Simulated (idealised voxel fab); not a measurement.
You're looking at the process module voxel self aligned vias.
Section cut is 180 nm wide and gridded with 5 nm square cells.
A cross-section is written here as square cells arranged in a grid, and it is given in bands from the top down, each band taking up one or more rows of cells. Look at the band entry: it leads with the top's height and the bottom's height in nm. Then it lists the materials left to right, with a width in nm for each. The word "full width" on a single material says that material fills the band edge to edge. The word "air" is empty space. Height 0 is the level under which the wafer as received is all one material. The lowest band goes on downwards, as in "0 -> down". The two numbers in a width such as "30 to 40" mark its ends across the band: the first belongs to the top row of cells, the second to the bottom row, and from each row to the next the width moves by the same amount. No cell of the cross-section changed in a step that is given as "identical to before". Entry "Sealed cavities" = empty spaces >= 8 cells with no open way to the top; each as width x height at distance, distance from left edge, all nm. Where a step's line continues beyond its settings, the continuation is a remark by the simulator itself on that step. For masked steps, "overlay nm" on the step line gives how far right of plan the mask actually lay; a minus sign means it lay to the left.

PLANNED STEP LIST FOR THE PROCESS
- 1: RECEIVE, material Si
- 2: CONFORMAL_DEP, material SiO2, thk nm 10
- 3: CONFORMAL_DEP, material SiCN, thk nm 5
- 4: DIRECTIONAL_DEP, material lowk, thk nm 20
- 5: MASKED_ETCH, tone open, mask id LINES, width nm 25, pitch nm 65, etch materials lowk, depth nm 20, overlay nm 0
- 6: CONFORMAL_DEP, material TiN, thk nm 5
- 7: FILL_DEP, material W, thk nm 5
- 8: CMP, height nm 35
- 9: SELECTIVE_ETCH, etch materials W Ru TiN, depth nm 10
- 10: FILL_DEP, material SiN, thk nm 5
- 11: CMP, height nm 35
- 12: DIRECTIONAL_DEP, material lowk, thk nm 15
- 13: MASKED_ETCH, tone open, mask id VIAS, width nm 35, etch materials lowk, depth nm 15, overlay nm 0
- 14: MASKED_ETCH, tone open, mask id VIAS, width nm 35, etch materials SiN, depth nm 10, overlay nm 0
- 15: CONFORMAL_DEP, material TiN, thk nm 5
- 16: FILL_DEP, material W, thk nm 5
- 17: CMP, height nm 50
- 18: CONFORMAL_DEP, material SiN, thk nm 5

WAFER AT RECEIPT (POST STEP 1), CROSS-SECTION
	0 -> down | Si full width
	Sealed cavities: none

AS-PLANNED RUN: CROSS-SECTION OF THE FIRST OF TWO WAFERS AT END OF MODULE
	55 -> 50 | SiN full width
	50 -> 40 | 40 lowk; 5 TiN; 25 W; 5 TiN; 105 lowk
	40 -> 35 | 40 lowk; 10 TiN; 15 W; 10 TiN; 105 lowk
	35 -> 30 | 45 lowk; 5 TiN; 15 W; 5 TiN; 40 lowk; 25 SiN; 45 lowk
	30 -> 25 | 45 lowk; 25 TiN; 40 lowk; 25 SiN; 45 lowk
	25 -> 20 | 45 lowk; 5 TiN; 15 W; 5 TiN; 40 lowk; 5 TiN; 15 W; 5 TiN; 45 lowk
	20 -> 15 | 45 lowk; 25 TiN; 40 lowk; 25 TiN; 45 lowk
	15 -> 10 | SiCN full width
	10 -> 0 | SiO2 full width
	0 -> down | Si full width
	Sealed cavities: none

WAFER TWO (OF TWO), END-OF-MODULE CROSS-SECTION: START = WAFER ONE, PLAN = WAFER ONE, ONE RUN MISTAKE
	55 -> 50 | SiN full width
	50 -> 40 | 35 W; 5 TiN; 35 lowk; 5 TiN; 100 W
	40 -> 35 | 40 TiN; 35 lowk; 105 TiN
	35 -> 25 | 45 lowk; 25 SiN; 40 lowk; 25 SiN; 45 lowk
	25 -> 20 | 45 lowk; 5 TiN; 15 W; 5 TiN; 40 lowk; 5 TiN; 15 W; 5 TiN; 45 lowk
	20 -> 15 | 45 lowk; 25 TiN; 40 lowk; 25 TiN; 45 lowk
	15 -> 10 | SiCN full width
	10 -> 0 | SiO2 full width
	0 -> down | Si full width
	Sealed cavities: none
The mistake made against the process plan was this: step 13 deviated from plan and actually ran as MASKED_ETCH, tone cover, mask id VIAS, width nm 35, etch materials lowk, depth nm 15, overlay nm 0
Cell-count delta at end, second wafer over first, by material: +10 SiN, +18 TiN, +38 W, -66 lowk
